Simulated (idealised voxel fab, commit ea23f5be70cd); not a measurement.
Documented hereafter: the process module known as voxel ribs on slabs.
Each square cell in cross-section cut measures 5 nm, and the section as a whole is 290 nm wide.
Each cross-section below is a grid of square cells, stated as bands in top-down order, with one or more rows of cells making up each band. The entry gives the band's vertical extent as a top height and a bottom height in nm, then its horizontal make-up as materials from left to right, each with a width in nm. "empty" stands for empty space; a single material marked "full width" fills the band edge to edge. Height 0 is the level under which the wafer as received is all one material. The lowest band goes on downwards, as in "0 and below". Width: "30 to 40" (first number = top row, second number = bottom row, same change from row to row of cells). No cell of the cross-section changed in a step that is given as "everything unchanged". Reported under the label "Closed void roster" are the empty spaces having no open way to the top and comprising 8 cells or more; the notation for each is width x height at distance, in which the distance is measured from the left edge and all three values are in nm. Read whatever lies past the settings on a step's line as the simulator's own remark about the step. A step's line can hold "overlay nm"; with a mask on that step, the setting says how far right of the planned place the mask lay, while a negative setting says it lay to the left.

**Planned process steps**
| 1 | RECEIVE with material Si |
| 2 | DIRECTIONAL_DEP with material SiO2, thk nm 25 |
| 3 | DIRECTIONAL_DEP with material SiN, thk nm 20 |
| 4 | DIRECTIONAL_DEP with material aC, thk nm 10 |
| 5 | PATTERN with tone cover, mask id RIB, material resist, width nm 30, thk nm 30, overlay nm 0 |
| 6 | DIRECTIONAL_ETCH with etch materials aC, depth nm 10 |
| 7 | STRIP with etch materials resist |
| 8 | DIRECTIONAL_ETCH with etch materials SiN, depth nm 5 |
| 9 | STRIP with etch materials aC |
| 10 | PATTERN with tone cover, mask id SLAB, material resist, width nm 90, thk nm 15, overlay nm 0 |
| 11 | DIRECTIONAL_ETCH with etch materials SiN, depth nm 15 |
| 12 | STRIP with etch materials resist |
| 13 | FILL_DEP with material SiO2, thk nm 20 |
| 14 | CMP with height nm 60 |
| 15 | DIRECTIONAL_DEP with material TiN, thk nm 10 |
| 16 | DIRECTIONAL_DEP with material aC, thk nm 10 |
| 17 | PATTERN with tone cover, mask id HEATER, material resist, width nm 40, thk nm 25, overlay nm 0 |
| 18 | DIRECTIONAL_ETCH with etch materials aC, depth nm 10 |
| 19 | STRIP with etch materials resist |
| 20 | DIRECTIONAL_ETCH with etch materials TiN, depth nm 10 |
| 21 | STRIP with etch materials aC |
| 22 | CONFORMAL_DEP with material SiN, thk nm 5 |

**First of the two wafers, run per plan**

**Wafer at receipt (post step 1), cross-section**
	0 and below: Si full width
	Closed void roster: none

**After step 2, in cross-section**
	25 down to 0: SiO2 full width
	Below 0, no change.

**After step 3, in cross-section**
	45 down to 25: SiN full width
	Below 25, no change.

**After step 4, in cross-section**
	55 down to 45: aC full width
	Below 45, no change.

**After step 5, in cross-section**
	85 down to 55: empty 130; resist 30; empty 130
	Below 55, no change.

**After step 6, in cross-section**
	75 down to 55: empty 130; resist 30; empty 130
	55 down to 45: empty 130; aC 30; empty 130
	Below 45, no change.

**After step 7, in cross-section**
	55 down to 45: empty 130; aC 30; empty 130
	Below 45, no change.

**After step 8, in cross-section**
	55 down to 45: empty 130; aC 30; empty 130
	45 down to 40: empty 130; SiN 30; empty 130
	Below 40, no change.

**After step 9, in cross-section**
	45 down to 40: empty 130; SiN 30; empty 130
	Below 40, no change.

**After step 10, in cross-section**
	60 down to 45: empty 100; resist 90; empty 100
	45 down to 40: empty 100; resist 30; SiN 30; resist 30; empty 100
	Below 40, no change.

**After step 11, in cross-section**
	60 down to 45: empty 100; resist 90; empty 100
	45 down to 40: empty 100; resist 30; SiN 30; resist 30; empty 100
	40 down to 25: empty 100; SiN 90; empty 100
	Below 25, no change.

**After step 12, in cross-section**
	45 down to 40: empty 130; SiN 30; empty 130
	Below 40, no change.

**After step 13, in cross-section**
	65 down to 45: SiO2 full width
	45 down to 40: SiO2 130; SiN 30; SiO2 130
	40 down to 25: SiO2 100; SiN 90; SiO2 100
	Below 25, no change.

**After step 14, in cross-section**
	60 down to 45: SiO2 full width
	Below 45, no change.

**After step 15, in cross-section**
	70 down to 60: TiN full width
	Below 60, no change.

**After step 16, in cross-section**
	80 down to 70: aC full width
	Below 70, no change.

**After step 17, in cross-section**
	105 down to 80: empty 125; resist 40; empty 125
	Below 80, no change.

**After step 18, in cross-section**
	95 down to 80: empty 125; resist 40; empty 125
	80 down to 70: empty 125; aC 40; empty 125
	Below 70, no change.

**After step 19, in cross-section**
	80 down to 70: empty 125; aC 40; empty 125
	Below 70, no change.

**After step 20, in cross-section**
	80 down to 70: empty 125; aC 40; empty 125
	70 down to 60: empty 125; TiN 40; empty 125
	Below 60, no change.

**After step 21, in cross-section**
	70 down to 60: empty 125; TiN 40; empty 125
	Below 60, no change.

**After step 22, in cross-section**
	75 down to 70: empty 120; SiN 50; empty 120
	70 down to 65: empty 120; SiN 5; TiN 40; SiN 5; empty 120
	65 down to 60: SiN 125; TiN 40; SiN 125
	Below 60, no change.

**Notes, second wafer: start = first wafer's, plan = first wafer's, execution had one mistake; history identical to first through step 9**

**Second wafer, cut view, end of step 10 per plan**
	60 down to 45: empty 105; resist 85; empty 100
	45 down to 40: empty 105; resist 25; SiN 30; resist 30; empty 100
	Below 40, no change.

**Second wafer, cut view, end of step 11 per plan**
	60 down to 45: empty 105; resist 85; empty 100
	45 down to 40: empty 105; resist 25; SiN 30; resist 30; empty 100
	40 down to 25: empty 105; SiN 85; empty 100
	Below 25, no change.

**Second wafer, cut view, end of step 12 per plan**
	45 down to 40: empty 130; SiN 30; empty 130
	Below 40, no change.

**Second wafer, cut view, end of step 13 per plan**
	65 down to 45: SiO2 full width
	45 down to 40: SiO2 130; SiN 30; SiO2 130
	40 down to 25: SiO2 105; SiN 85; SiO2 100
	Below 25, no change.

**Second wafer, cut view, end of step 14 per plan**
	60 down to 45: SiO2 full width
	Below 45, no change.

**Second wafer, cut view, end of step 15 per plan**
	70 down to 60: TiN full width
	Below 60, no change.

**Second wafer, cut view, end of step 16 per plan**
	80 down to 70: aC full width
	Below 70, no change.

**Second wafer, cut view, end of step 17 per plan**
	105 down to 80: empty 125; resist 40; empty 125
	Below 80, no change.

**Second wafer, cut view, end of step 18 per plan**
	95 down to 80: empty 125; resist 40; empty 125
	80 down to 70: empty 125; aC 40; empty 125
	Below 70, no change.

**Second wafer, cut view, end of step 19 per plan**
	80 down to 70: empty 125; aC 40; empty 125
	Below 70, no change.

**Second wafer, cut view, end of step 20 per plan**
	80 down to 70: empty 125; aC 40; empty 125
	70 down to 60: empty 125; TiN 40; empty 125
	Below 60, no change.

**Second wafer, cut view, end of step 21 per plan**
	70 down to 60: empty 125; TiN 40; empty 125
	Below 60, no change.

**Second wafer, cut view, end of step 22 per plan**
	75 down to 70: empty 120; SiN 50; empty 120
	70 down to 65: empty 120; SiN 5; TiN 40; SiN 5; empty 120
	65 down to 60: SiN 125; TiN 40; SiN 125
	Below 60, no change.
Here's what went sideways: step 10: run off-plan, actual operation and settings PATTERN with tone cover, mask id SLAB, material resist, width nm 85, thk nm 15, overlay nm 0
Per the end-of-run cell counts, the second wafer holds more or fewer of some materials than the first: -3 SiN | +3 SiO2
